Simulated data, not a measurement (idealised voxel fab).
Process module under the name voxel transistor to metal
Square cell edge 5 nm, section width 280 nm, ID cut.
Square cells in a grid make up a cross-section in this document, and the grid is given as bands, listed from the top down, each one or more rows of cells. Band entry format. Leading values: height of top, height of bottom, nm. Remainder: materials in left-to-right order, each with its width in nm. Special words: "all across" on a single material, which then fills the band edge to edge; "empty", empty space. Basically, 0 is our baseline, since under it the wafer straight out of the box is all one material. The bottom band has no lower end and keeps on going down, so it looks like "top 0, no bottom". A width given as "30..40" starts at the first number in the band's top row and ends at the second number in its bottom row, shifting by an equal amount at every step from row to row. Reading "no change" for a step: not a cell of the cross-section changed in it. Entry "Sealed cavities" = empty spaces >= 8 cells with no open way to the top; each as width x height at distance, distance from left edge, all nm. Past the settings on a step's line: simulator remark, on that step. A step's line can hold "overlay nm"; with a mask on that step, the setting says how far right of the planned place the mask lay, while a negative setting says it lay to the left.
**Planned process steps**
1) RECEIVE (material Si)
2) OXIDIZE (depth nm 5)
3) CONFORMAL_DEP (material SiN; thk nm 10)
4) PATTERN (tone cover; mask id ACTIVE; material resist; width nm 110; pitch nm 130; thk nm 15; overlay nm 0)
5) DIRECTIONAL_ETCH (etch materials SiN; depth nm 10)
6) DIRECTIONAL_ETCH (etch materials SiO2; depth nm 5)
7) DIRECTIONAL_ETCH (etch materials Si; depth nm 35)
8) STRIP (etch materials resist)
9) FILL_DEP (material SiO2; thk nm 10)
10) CMP (height nm 10)
11) SELECTIVE_ETCH (etch materials SiO2; depth nm 10)
12) STRIP (etch materials SiN)
13) SELECTIVE_ETCH (etch materials SiO2; depth nm 5)
14) OXIDIZE (depth nm 5)
15) DIRECTIONAL_DEP (material polySi; thk nm 25)
16) DIRECTIONAL_DEP (material SiCN; thk nm 15)
17) MASKED_ETCH (tone cover; mask id GATE; width nm 30; pitch nm 130; etch materials SiCN; depth nm 25; overlay nm 0)
18) MASKED_ETCH (tone cover; mask id GATE; width nm 30; pitch nm 130; etch materials polySi; depth nm 35; overlay nm 0)
19) CONFORMAL_DEP (material SiN; thk nm 10)
20) DIRECTIONAL_ETCH (etch materials SiN; depth nm 10)
21) DIRECTIONAL_ETCH (etch materials SiO2; depth nm 5)
22) DIRECTIONAL_ETCH (etch materials Si; depth nm 5)
23) EPI (material nSi; thk nm 5)
24) FILL_DEP (material SiO2; thk nm 5)
25) CMP (height nm 20)
26) STRIP (etch materials polySi)
27) SELECTIVE_ETCH (etch materials SiO2; depth nm 5)
28) CONFORMAL_DEP (material HfO2; thk nm 5)
29) CONFORMAL_DEP (material TiN; thk nm 5)
30) FILL_DEP (material W; thk nm 5)
31) CMP (height nm 15)
32) DIRECTIONAL_DEP (material SiO2; thk nm 10)
33) PATTERN (tone open; mask id CONTACT; material resist; width nm 15; thk nm 15; overlay nm 0)
34) DIRECTIONAL_ETCH (etch materials SiO2; depth nm 35)
35) STRIP (etch materials resist)
36) CONFORMAL_DEP (material TiN; thk nm 5)
37) FILL_DEP (material W; thk nm 10)
38) CMP (height nm 25)
39) CONFORMAL_DEP (material SiCN; thk nm 5)
40) DIRECTIONAL_DEP (material lowk; thk nm 25)
41) PATTERN (tone open; mask id METAL_1; material resist; width nm 15; thk nm 15; overlay nm 0)
42) DIRECTIONAL_ETCH (etch materials lowk; depth nm 15)
43) DIRECTIONAL_ETCH (etch materials SiCN; depth nm 5)
44) STRIP (etch materials resist)
45) CONFORMAL_DEP (material TiN; thk nm 5)
46) FILL_DEP (material Ru; thk nm 5)
47) CMP (height nm 55)
48) CONFORMAL_DEP (material SiCN; thk nm 5)
Every wafer here starts from the same state; it is the step 42 depth nm that distinguishes them, and the value the plan gives belongs to the first wafer.
**This is how the first of several wafers looked in cross-section when it arrived, which is after step 1**
- top 0, no bottom | Si all across
- Sealed cavities: none
**Below, a row for every wafer. Read it as the end-of-module picture: for each material the wafer shows its cells gained (+) or lost (-) since it was received, and then its closed voids**
depth nm 15 | +32 HfO2 | +8 Ru | -208 Si | +112 SiCN | +32 SiN | +280 SiO2 | +108 TiN | +36 W | +244 lowk | +28 nSi | Sealed cavities: none
depth nm 20 | +32 HfO2 | +12 Ru | -208 Si | +112 SiCN | +32 SiN | +280 SiO2 | +116 TiN | +36 W | +232 lowk | +28 nSi | Sealed cavities: none
depth nm 25 | +32 HfO2 | +20 Ru | -208 Si | +100 SiCN | +32 SiN | +280 SiO2 | +132 TiN | +36 W | +220 lowk | +28 nSi | Sealed cavities: none
depth nm 30 | +32 HfO2 | +20 Ru | -208 Si | +100 SiCN | +32 SiN | +280 SiO2 | +132 TiN | +36 W | +220 lowk | +28 nSi | Sealed cavities: none
depth nm 35 | +32 HfO2 | +20 Ru | -208 Si | +100 SiCN | +32 SiN | +280 SiO2 | +132 TiN | +36 W | +220 lowk | +28 nSi | Sealed cavities: none
depth nm 40 | +32 HfO2 | +20 Ru | -208 Si | +100 SiCN | +32 SiN | +280 SiO2 | +132 TiN | +36 W | +220 lowk | +28 nSi | Sealed cavities: none
